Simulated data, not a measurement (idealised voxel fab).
The name of this process module is voxel fin reveal.
Xsec cut, 160 nm wide, square cell size 5 nm.
A cross-section is a grid of square cells, given in bands from the top down. A band is one or more rows of cells.
A band entry consists of two parts. The first gives the height of the band's top and the height of its bottom, in nm. The rest lists the band's materials from left to right, each with its width in nm. A single material labelled with the word "everywhere" fills the band from edge to edge, and the word "blank" marks empty space.
Height 0 is the level under which the wafer as received is all one material. The lowest band goes on downwards, as in "0 -> down".
Top row gets the first number, bottom row gets the second, and each row in between changes by the same step: that is how a band width like "30..40" works.
Basically "nothing was modified" means that step didn't change any cell in the cross-section.
Entry "Enclosed void listing". Content: empty spaces with no open connection to the top, size 8 cells or greater. Each: width x height at distance. Distance: from left edge. Unit: nm.
Note: text after step settings on the step line = simulator remark on that step.
Among the settings permitted on a step's line is "overlay nm"; applied to a step with a mask, it specifies the extent to which the mask lay to the right of its planned position, whereas a negative figure signifies a position to the left.

The following list gives the planned process steps:
1) RECEIVE,material Si
2) CONFORMAL_DEP,material SiN,thk nm 10
3) DIRECTIONAL_DEP,material aC,thk nm 10
4) PATTERN,tone cover,mask id FINS,material resist,width nm 15,pitch nm 35,thk nm 30,overlay nm 0
5) DIRECTIONAL_ETCH,etch materials aC,depth nm 10
6) STRIP,etch materials resist
7) DIRECTIONAL_ETCH,etch materials SiN,depth nm 10
8) DIRECTIONAL_ETCH,etch materials Si,depth nm 40
9) STRIP,etch materials aC
10) FILL_DEP,material SiO2,thk nm 15
11) CMP,height nm 10
12) SELECTIVE_ETCH,etch materials SiO2,depth nm 25
13) STRIP,etch materials SiN
14) CONFORMAL_DEP,material SiO2,thk nm 5

As received (post step 1): cross-section:
> 0 -> down | Si everywhere
> Enclosed void listing: none

Post-module cross-section: identical start and plan to those above, one misstep in execution:
> 5 -> 0 | 40 of blank; 25 of SiO2; 10 of blank; 25 of SiO2; 10 of blank; 25 of SiO2; 25 of blank
> 0 -> -10 | 40 of blank; 5 of SiO2; 15 of Si; 5 of SiO2; 10 of blank; 5 of SiO2; 15 of Si; 5 of SiO2; 10 of blank; 5 of SiO2; 15 of Si; 5 of SiO2; 25 of blank
> -10 -> -40 | 45 of SiO2; 15 of Si; 20 of SiO2; 15 of Si; 20 of SiO2; 15 of Si; 30 of SiO2
> -40 -> down | Si everywhere
> Enclosed void listing: none
Deviation from plan: step 4 changed vs plan, executed as PATTERN,tone cover,mask id FINS,material resist,width nm 15,pitch nm 35,thk nm 30,overlay nm 10
